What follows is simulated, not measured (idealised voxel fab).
Process module, titled voxel gate over fins
Section cut is 265 nm wide and gridded with 5 nm square cells.
For the purposes of this document, a cross-section shall be understood as a grid of square cells, specified as bands listed in top-to-bottom order, each band consisting of one or more rows of cells.
Read a band's entry like this: the first values are the height of its top and the height of its bottom in nm, and what follows is the sequence of materials from left to right, each with its width in nm. Note that "air" is empty space, and that a single material marked "full width" reaches across the band from edge to edge.
Heights are measured from 0, the level below which the as-received wafer is all one material; the lowest band has no bottom and continues downward, written as in "0 down".
Width spec "30..40" -> top row of cells at first value, bottom row at second value, equal per-row change in between.
"nothing changed" means the step left every cell of the cross-section as it was.
Empty spaces without an open route to the top, at least 8 cells in extent, make up the entry "Entrapped void list"; each is given as width x height at distance, where the distance is measured from the left edge, and all are in nm.
Past the settings on a step's line: simulator remark, on that step.
overlay nm: step with mask; distance mask lay right of planned place; negative value = left of planned place.

# The following list gives the planned process steps
| 1 | RECEIVE, material Si |
| 2 | CONFORMAL_DEP, material SiN, thk nm 10 |
| 3 | DIRECTIONAL_DEP, material aC, thk nm 10 |
| 4 | PATTERN, tone cover, mask id FINS, material resist, width nm 15, pitch nm 50, thk nm 30, overlay nm 0 |
| 5 | DIRECTIONAL_ETCH, etch materials aC, depth nm 10 |
| 6 | STRIP, etch materials resist |
| 7 | DIRECTIONAL_ETCH, etch materials SiN, depth nm 10 |
| 8 | DIRECTIONAL_ETCH, etch materials Si, depth nm 40 |
| 9 | STRIP, etch materials aC |
| 10 | FILL_DEP, material SiO2, thk nm 15 |
| 11 | CMP, height nm 10 |
| 12 | PATTERN, tone open, mask id RAIL, material resist, width nm 15, thk nm 15, overlay nm 0 |
| 13 | DIRECTIONAL_ETCH, etch materials SiO2, depth nm 45 |
| 14 | STRIP, etch materials resist |
| 15 | CONFORMAL_DEP, material TiN, thk nm 5 |
| 16 | FILL_DEP, material W, thk nm 10 |
| 17 | CMP, height nm 10 |
| 18 | SELECTIVE_ETCH, etch materials W Ru TiN, depth nm 25 |
| 19 | FILL_DEP, material SiO2, thk nm 5 |
| 20 | CMP, height nm 10 |
| 21 | SELECTIVE_ETCH, etch materials SiO2, depth nm 20 |
| 22 | STRIP, etch materials SiN |
| 23 | CONFORMAL_DEP, material HfO2, thk nm 5 |
| 24 | CONFORMAL_DEP, material TiN, thk nm 5 |
| 25 | CONFORMAL_DEP, material TiAl, thk nm 5 |
| 26 | CONFORMAL_DEP, material TiN, thk nm 5 |
| 27 | FILL_DEP, material W, thk nm 10 |
| 28 | CMP, height nm 25 |
| 29 | CONFORMAL_DEP, material SiCN, thk nm 10 |

# The cross-section here shows the wafer as received, i.e. in its state after step 1
  0 down: Si full width
  Entrapped void list: none

# First wafer of two, sectioned at end of module; run went per plan
  35 to 25: SiCN full width
  25 to 20: W full width
  20 to 15: W 80, then TiN 105, then W 80
  15 to 10: W 80, then TiN 5, then TiAl 45, then TiN 5, then TiAl 45, then TiN 5, then W 80
  10 to 5: TiN 85, then TiAl 5, then TiN 35, then TiAl 5, then TiN 5, then TiAl 5, then TiN 35, then TiAl 5, then TiN 85
  5 to 0: TiAl 90, then TiN 5, then HfO2 25, then TiN 5, then TiAl 15, then TiN 5, then HfO2 25, then TiN 5, then TiAl 90
  0 to -5: TiN 95, then HfO2 5, then Si 15, then HfO2 5, then TiN 25, then HfO2 5, then Si 15, then HfO2 5, then TiN 95
  -5 to -10: HfO2 100, then Si 15, then HfO2 35, then Si 15, then HfO2 100
  -10 to -15: SiO2 100, then Si 15, then SiO2 35, then Si 15, then SiO2 100
  -15 to -30: SiO2 100, then Si 15, then SiO2 10, then TiN 5, then W 5, then TiN 5, then SiO2 10, then Si 15, then SiO2 100
  -30 to -35: SiO2 100, then Si 15, then SiO2 10, then TiN 15, then SiO2 10, then Si 15, then SiO2 100
  -35 to -40: SiO2 100, then Si 15, then SiO2 35, then Si 15, then SiO2 100
  -40 down: Si full width
  Entrapped void list: none

# So this is wafer number two of the two, cut at the end of the module - it started where the first did and had the same plan, we just got one thing wrong running it
  35 to 25: SiCN full width
  25 to 20: W full width
  20 to 15: W 80, then TiN 105, then W 80
  15 to 10: W 80, then TiN 5, then TiAl 45, then TiN 5, then TiAl 45, then TiN 5, then W 80
  10 to 5: TiN 85, then TiAl 5, then TiN 35, then TiAl 5, then TiN 5, then TiAl 5, then TiN 35, then TiAl 5, then TiN 85
  5 to 0: TiAl 90, then TiN 5, then HfO2 25, then TiN 5, then TiAl 15, then TiN 5, then HfO2 25, then TiN 5, then TiAl 90
  0 to -5: TiN 95, then HfO2 5, then Si 15, then HfO2 5, then TiN 25, then HfO2 5, then Si 15, then HfO2 5, then TiN 95
  -5 to -10: HfO2 100, then Si 15, then HfO2 35, then Si 15, then HfO2 100
  -10 to -15: SiO2 100, then Si 15, then SiO2 35, then Si 15, then SiO2 100
  -15 to -30: W 95, then TiN 5, then Si 15, then TiN 10, then SiO2 15, then TiN 10, then Si 15, then TiN 5, then W 95
  -30 to -35: TiN 100, then Si 15, then TiN 10, then SiO2 15, then TiN 10, then Si 15, then TiN 100
  -35 to -40: SiO2 100, then Si 15, then SiO2 35, then Si 15, then SiO2 100
  -40 down: Si full width
  Entrapped void list: none
In executing the process, a mistake was made relative to the plan: for step 12, the planned setting was not used; the step was instead run as PATTERN, tone cover, mask id RAIL, material resist, width nm 15, thk nm 15, overlay nm 0
In the final state, the cell counts of the second wafer exceed or fall short of those of the first for the following materials: SiO2: 164 fewer; TiN: 53 more; W: 111 more
